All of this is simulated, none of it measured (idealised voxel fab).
Presented below is a process module, voxel ribs on slabs.
This is section cut - it's 200 nm across, gridded in 5 nm square cells.
When this document writes out a cross-section, it uses a grid of square cells and lists it as bands, beginning at the top and moving down, with a band standing for one or more rows of cells. Top height, bottom height, nm. Materials left to right, width each, nm. Single material + "all across" = fills band edge to edge. "air" = empty. Below 0: as-received wafer, all one material; heights counted from there. Lowest band: no bottom, goes on down, written "0 -> down". Think of "30..40" as a width that walks from the first number to the second as you go down the band, top row to bottom row, taking equal-sized steps from row to row. Reading "left unchanged" for a step: not a cell of the cross-section changed in it. Entry "Cavities, closed" = empty spaces >= 8 cells with no open way to the top; each as width x height at distance, distance from left edge, all nm. Heads up: the bit after the settings on a step's line is the simulator's remark on that step. A step's line can hold "overlay nm"; with a mask on that step, the setting says how far right of the planned place the mask lay, while a negative setting says it lay to the left.
Below is the list of planned process steps:
- 1: RECEIVE,material Si
- 2: DIRECTIONAL_DEP,material SiO2,thk nm 30
- 3: DIRECTIONAL_DEP,material SiN,thk nm 25
- 4: MASKED_ETCH,tone cover,mask id RIB,width nm 20,etch materials SiN,depth nm 5,overlay nm 0
- 5: PATTERN,tone cover,mask id SLAB,material resist,width nm 80,thk nm 20,overlay nm 0
- 6: DIRECTIONAL_ETCH,etch materials SiN,depth nm 20
- 7: STRIP,etch materials resist
- 8: FILL_DEP,material SiO2,thk nm 15
- 9: CMP,height nm 65
- 10: DIRECTIONAL_DEP,material TiN,thk nm 10
- 11: MASKED_ETCH,tone cover,mask id HEATER,width nm 30,etch materials TiN,depth nm 10,overlay nm 0
- 12: CONFORMAL_DEP,material SiN,thk nm 10
The first of a set of two wafers, run to plan:
Cross-section of the wafer as it came to us, i.e., already through step 1:
	0 -> down | Si all across
	Cavities, closed: none
Once step 2 is through, the wafer looks like this in cross-section:
	30 -> 0 | SiO2 all across
	Unchanged below 0.
Once step 3 is through, the wafer looks like this in cross-section:
	55 -> 30 | SiN all across
	Unchanged below 30.
Once step 4 is through, the wafer looks like this in cross-section:
	55 -> 50 | 90 of air  20 of SiN  90 of air
	Unchanged below 50.
Once step 5 is through, the wafer looks like this in cross-section:
	75 -> 55 | 60 of air  80 of resist  60 of air
	55 -> 50 | 60 of air  30 of resist  20 of SiN  30 of resist  60 of air
	Unchanged below 50.
Once step 6 is through, the wafer looks like this in cross-section:
	75 -> 55 | 60 of air  80 of resist  60 of air
	55 -> 50 | 60 of air  30 of resist  20 of SiN  30 of resist  60 of air
	50 -> 30 | 60 of air  80 of SiN  60 of air
	Unchanged below 30.
Once step 7 is through, the wafer looks like this in cross-section:
	55 -> 50 | 90 of air  20 of SiN  90 of air
	Unchanged below 50.
Once step 8 is through, the wafer looks like this in cross-section:
	70 -> 55 | SiO2 all across
	55 -> 50 | 90 of SiO2  20 of SiN  90 of SiO2
	50 -> 30 | 60 of SiO2  80 of SiN  60 of SiO2
	Unchanged below 30.
Once step 9 is through, the wafer looks like this in cross-section:
	65 -> 55 | SiO2 all across
	Unchanged below 55.
Once step 10 is through, the wafer looks like this in cross-section:
	75 -> 65 | TiN all across
	Unchanged below 65.
Once step 11 is through, the wafer looks like this in cross-section:
	75 -> 65 | 85 of air  30 of TiN  85 of air
	Unchanged below 65.
Once step 12 is through, the wafer looks like this in cross-section:
	85 -> 75 | 75 of air  50 of SiN  75 of air
	75 -> 65 | 85 of SiN  30 of TiN  85 of SiN
	Unchanged below 65.
Wafer two. Identical start, identical plan. One mistake in execution. Identical history through step 3:
The second wafer cut through, at the time step 4 was supposed to be finished:
	55 -> 50 | 90 of SiN  20 of air  90 of SiN
	Unchanged below 50.
The second wafer cut through, at the time step 5 was supposed to be finished:
	75 -> 55 | 60 of air  80 of resist  60 of air
	55 -> 50 | 90 of SiN  20 of resist  90 of SiN
	Unchanged below 50.
The second wafer cut through, at the time step 6 was supposed to be finished:
	75 -> 55 | 60 of air  80 of resist  60 of air
	55 -> 50 | 60 of air  30 of SiN  20 of resist  30 of SiN  60 of air
	50 -> 35 | 60 of air  80 of SiN  60 of air
	Unchanged below 35.
The second wafer cut through, at the time step 7 was supposed to be finished:
	55 -> 50 | 60 of air  30 of SiN  20 of air  30 of SiN  60 of air
	Unchanged below 50.
The second wafer cut through, at the time step 8 was supposed to be finished:
	70 -> 55 | SiO2 all across
	55 -> 50 | 60 of SiO2  30 of SiN  20 of SiO2  30 of SiN  60 of SiO2
	50 -> 35 | 60 of SiO2  80 of SiN  60 of SiO2
	Unchanged below 35.
The second wafer cut through, at the time step 9 was supposed to be finished:
	65 -> 55 | SiO2 all across
	Unchanged below 55.
The second wafer cut through, at the time step 10 was supposed to be finished:
	75 -> 65 | TiN all across
	Unchanged below 65.
The second wafer cut through, at the time step 11 was supposed to be finished:
	75 -> 65 | 85 of air  30 of TiN  85 of air
	Unchanged below 65.
The second wafer cut through, at the time step 12 was supposed to be finished:
	85 -> 75 | 75 of air  50 of SiN  75 of air
	75 -> 65 | 85 of SiN  30 of TiN  85 of SiN
	Unchanged below 65.
Where did the run depart from the plan? heads up, step 4 didn't go per plan, it actually ran as MASKED_ETCH,tone open,mask id RIB,width nm 20,etch materials SiN,depth nm 5,overlay nm 0
Final comparison by cell count, materials where the second wafer has more or fewer than the first: +32 SiN, -32 SiO2
